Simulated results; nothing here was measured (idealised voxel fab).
Title: Process Module voxel air gaps
The cross-section shown here is cut; it is 270 nm wide and divided into square cells measuring 5 nm on a side.
When this document writes out a cross-section, it uses a grid of square cells and lists it as bands, beginning at the top and moving down, with a band standing for one or more rows of cells.
Basically the band line says how high the top is and how high the bottom is, in nm, and then what's in it from left to right, every material with its width in nm. Empty space shows up as "empty", and if a single material carries "all across" it runs the full band edge to edge.
The reference from which all heights are counted is 0, the level beneath which the as-received wafer is entirely one material; the lowest band, having no lower bound, proceeds downward and is written after the example "0 -> down".
A width such as "30..40" changes by the same amount from each row of cells to the next, from the band's top row to its bottom row.
The cross-section has no changed cell in any step marked "no change".
You'll see "Sealed internal cavities" listing empty spaces that have no way open to the top, as long as they're 8 cells or more; the notation is width x height at distance, where the distance is from the left edge, and all of it is in nm.
On a step's line, text after the settings is the simulator commenting on that step.
A step line may carry the setting "overlay nm", which, for steps involving a mask, states the distance by which the mask lay to the right of its intended position; negative values denote displacement to the left.

[The following list gives the planned process steps]
1. RECEIVE, material Si
2. CONFORMAL_DEP, material SiO2, thk nm 10
3. CONFORMAL_DEP, material SiCN, thk nm 5
4. DIRECTIONAL_DEP, material SiO2, thk nm 40
5. PATTERN, tone open, mask id LINES, material resist, width nm 25, pitch nm 55, thk nm 15, overlay nm 0
6. DIRECTIONAL_ETCH, etch materials SiO2, depth nm 40
7. STRIP, etch materials resist
8. CONFORMAL_DEP, material TiN, thk nm 5
9. FILL_DEP, material Ru, thk nm 5
10. CMP, height nm 55
11. EPI, material Ru, thk nm 10
12. SELECTIVE_ETCH, etch materials SiO2, depth nm 50
13. CONFORMAL_DEP, material SiCN, thk nm 5

[Wafer cross-section on receipt, i.e. after step 1]
* 0 -> down  Si all across
* Sealed internal cavities: none

[Wafer cross-section at module end: first of two, run to plan]
* 70 -> 65  empty=50; SiCN=165; empty=55
* 65 -> 55  empty=50; SiCN=5; Ru=45; SiCN=10; Ru=45; SiCN=10; Ru=45; SiCN=5; empty=55
* 55 -> 50  empty=50; SiCN=15; TiN=5; Ru=15; TiN=5; SiCN=30; TiN=5; Ru=15; TiN=5; SiCN=30; TiN=5; Ru=15; TiN=5; SiCN=15; empty=55
* 50 -> 20  empty=60; SiCN=5; TiN=5; Ru=15; TiN=5; SiCN=5; empty=20; SiCN=5; TiN=5; Ru=15; TiN=5; SiCN=5; empty=20; SiCN=5; TiN=5; Ru=15; TiN=5; SiCN=5; empty=65
* 20 -> 15  SiCN=65; TiN=25; SiCN=30; TiN=25; SiCN=30; TiN=25; SiCN=70
* 15 -> 10  SiCN all across
* 10 -> 0  SiO2 all across
* 0 -> down  Si all across
* Sealed internal cavities: 20 x 30 at 95; 20 x 30 at 150

[End of module, second wafer, cross-section. Started like the first, planned like the first, run with one mistake]
* 70 -> 65  empty=50; SiCN=165; empty=55
* 65 -> 55  empty=50; SiCN=5; Ru=45; SiCN=10; Ru=45; SiCN=10; Ru=45; SiCN=5; empty=55
* 55 -> 20  empty=50; SiCN=5; Ru=10; TiN=5; Ru=15; TiN=5; Ru=10; SiCN=10; Ru=10; TiN=5; Ru=15; TiN=5; Ru=10; SiCN=10; Ru=10; TiN=5; Ru=15; TiN=5; Ru=10; SiCN=5; empty=55
* 20 -> 15  SiCN=55; Ru=10; TiN=25; Ru=10; SiCN=10; Ru=10; TiN=25; Ru=10; SiCN=10; Ru=10; TiN=25; Ru=10; SiCN=60
* 15 -> 10  SiCN all across
* 10 -> 0  SiO2 all across
* 0 -> down  Si all across
* Sealed internal cavities: none
Diagnosis: steps 11 and 12 of the plan were each performed in the slot designated for the other
In the final state, the cell counts of the second wafer exceed or fall short of those of the first for the following materials: Ru: 96 more; SiCN: 24 fewer
At process end, closed voids number 2 in the first wafer and 0 in the second wafer.
